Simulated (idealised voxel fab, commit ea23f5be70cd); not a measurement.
This is a process module. Its name is voxel spacer lines.
Each square cell in cross-section cut measures 5 nm, and the section as a whole is 210 nm wide.
Cross-section spec: square-cell grid; bands listed top down; each band is one or more rows.
In this notation a band is specified by the heights of its top and bottom, in that order and in nm, after which its materials appear from left to right, each paired with its width in nm. The word "edge to edge" attached to a single material means that material fills the band from edge to edge; the word "empty" stands for empty space.
Where do heights start? At 0: under that level the wafer as delivered is made of one material only. And the lowest band has no floor; it just carries on downward, as in "from 0 down".
Top row gets the first number, bottom row gets the second, and each row in between changes by the same step: that is how a band width like "30..40" works.
Any step labelled "no alteration" changed none of the cells in the cross-section.
Under "Entrapped voids" you'll find the enclosed gaps, the ones with no way out to the top, that are 8 cells or bigger; each reads width x height at distance, with distance counted from the left edge, everything in nm.
Anything after a step's settings on that line? It's the simulator's own note about the step.
"overlay nm", when on a step's line for a step with a mask, measures how far to the right of its planned place the mask lay; a negative measure means to the left.
Process steps (planned):
step 1: RECEIVE,material Si
step 2: CONFORMAL_DEP,material Al2O3,thk nm 10
step 3: DIRECTIONAL_DEP,material W,thk nm 10
step 4: DIRECTIONAL_DEP,material aC,thk nm 20
step 5: PATTERN,tone cover,mask id MANDREL,material resist,width nm 15,pitch nm 50,thk nm 25,overlay nm 0
step 6: DIRECTIONAL_ETCH,etch materials aC,depth nm 20
step 7: STRIP,etch materials resist
step 8: CONFORMAL_DEP,material SiO2,thk nm 10
step 9: DIRECTIONAL_ETCH,etch materials SiO2,depth nm 10
step 10: STRIP,etch materials aC
step 11: DIRECTIONAL_ETCH,etch materials W,depth nm 10
step 12: STRIP,etch materials SiO2
Run as planned: first of two wafers:
Wafer as received: cross-section following step 1:
from 0 down | Si edge to edge
Entrapped voids: none
How the wafer stands in section after step 2:
from 10 to 0 | Al2O3 edge to edge
Beneath the level 0, the cross-section is identical to its previous state.
How the wafer stands in section after step 3:
from 20 to 10 | W edge to edge
Beneath the level 10, the cross-section is identical to its previous state.
How the wafer stands in section after step 4:
from 40 to 20 | aC edge to edge
Beneath the level 20, the cross-section is identical to its previous state.
How the wafer stands in section after step 5:
from 65 to 40 | empty (70), resist (15), empty (35), resist (15), empty (75)
Beneath the level 40, the cross-section is identical to its previous state.
How the wafer stands in section after step 6:
from 45 to 40 | empty (70), resist (15), empty (35), resist (15), empty (75)
from 40 to 20 | empty (70), aC (15), empty (35), aC (15), empty (75)
Beneath the level 20, the cross-section is identical to its previous state.
How the wafer stands in section after step 7:
from 40 to 20 | empty (70), aC (15), empty (35), aC (15), empty (75)
Beneath the level 20, the cross-section is identical to its previous state.
How the wafer stands in section after step 8:
from 50 to 40 | empty (60), SiO2 (35), empty (15), SiO2 (35), empty (65)
from 40 to 30 | empty (60), SiO2 (10), aC (15), SiO2 (10), empty (15), SiO2 (10), aC (15), SiO2 (10), empty (65)
from 30 to 20 | SiO2 (70), aC (15), SiO2 (35), aC (15), SiO2 (75)
Beneath the level 20, the cross-section is identical to its previous state.
How the wafer stands in section after step 9:
from 40 to 20 | empty (60), SiO2 (10), aC (15), SiO2 (10), empty (15), SiO2 (10), aC (15), SiO2 (10), empty (65)
Beneath the level 20, the cross-section is identical to its previous state.
How the wafer stands in section after step 10:
from 40 to 20 | empty (60), SiO2 (10), empty (15), SiO2 (10), empty (15), SiO2 (10), empty (15), SiO2 (10), empty (65)
Beneath the level 20, the cross-section is identical to its previous state.
How the wafer stands in section after step 11:
from 40 to 20 | empty (60), SiO2 (10), empty (15), SiO2 (10), empty (15), SiO2 (10), empty (15), SiO2 (10), empty (65)
from 20 to 10 | empty (60), W (10), empty (15), W (10), empty (15), W (10), empty (15), W (10), empty (65)
Beneath the level 10, the cross-section is identical to its previous state.
How the wafer stands in section after step 12:
from 20 to 10 | empty (60), W (10), empty (15), W (10), empty (15), W (10), empty (15), W (10), empty (65)
Beneath the level 10, the cross-section is identical to its previous state.
The remaining wafer, second of the two, started like the first and was run to the same plan, except that one mistake was made along the way; the two coincide through step 4, inclusive:
Cross-section of the second wafer when, according to plan, step 5 should have finished:
from 65 to 40 | empty (80), resist (15), empty (35), resist (15), empty (65)
Beneath the level 40, the cross-section is identical to its previous state.
Cross-section of the second wafer when, according to plan, step 6 should have finished:
from 45 to 40 | empty (80), resist (15), empty (35), resist (15), empty (65)
from 40 to 20 | empty (80), aC (15), empty (35), aC (15), empty (65)
Beneath the level 20, the cross-section is identical to its previous state.
Cross-section of the second wafer when, according to plan, step 7 should have finished:
from 40 to 20 | empty (80), aC (15), empty (35), aC (15), empty (65)
Beneath the level 20, the cross-section is identical to its previous state.
Cross-section of the second wafer when, according to plan, step 8 should have finished:
from 50 to 40 | empty (70), SiO2 (35), empty (15), SiO2 (35), empty (55)
from 40 to 30 | empty (70), SiO2 (10), aC (15), SiO2 (10), empty (15), SiO2 (10), aC (15), SiO2 (10), empty (55)
from 30 to 20 | SiO2 (80), aC (15), SiO2 (35), aC (15), SiO2 (65)
Beneath the level 20, the cross-section is identical to its previous state.
Cross-section of the second wafer when, according to plan, step 9 should have finished:
from 40 to 20 | empty (70), SiO2 (10), aC (15), SiO2 (10), empty (15), SiO2 (10), aC (15), SiO2 (10), empty (55)
Beneath the level 20, the cross-section is identical to its previous state.
Cross-section of the second wafer when, according to plan, step 10 should have finished:
from 40 to 20 | empty (70), SiO2 (10), empty (15), SiO2 (10), empty (15), SiO2 (10), empty (15), SiO2 (10), empty (55)
Beneath the level 20, the cross-section is identical to its previous state.
Cross-section of the second wafer when, according to plan, step 11 should have finished:
from 40 to 20 | empty (70), SiO2 (10), empty (15), SiO2 (10), empty (15), SiO2 (10), empty (15), SiO2 (10), empty (55)
from 20 to 10 | empty (70), W (10), empty (15), W (10), empty (15), W (10), empty (15), W (10), empty (55)
Beneath the level 10, the cross-section is identical to its previous state.
Cross-section of the second wafer when, according to plan, step 12 should have finished:
from 20 to 10 | empty (70), W (10), empty (15), W (10), empty (15), W (10), empty (15), W (10), empty (55)
Beneath the level 10, the cross-section is identical to its previous state.
Error vs. plan: step 5 ran differently from the plan; actual operation with settings: PATTERN,tone cover,mask id MANDREL,material resist,width nm 15,pitch nm 50,thk nm 25,overlay nm 10
Matching per-material cell counts, mismatched positions: that is how the second wafer compares with the first at the end.
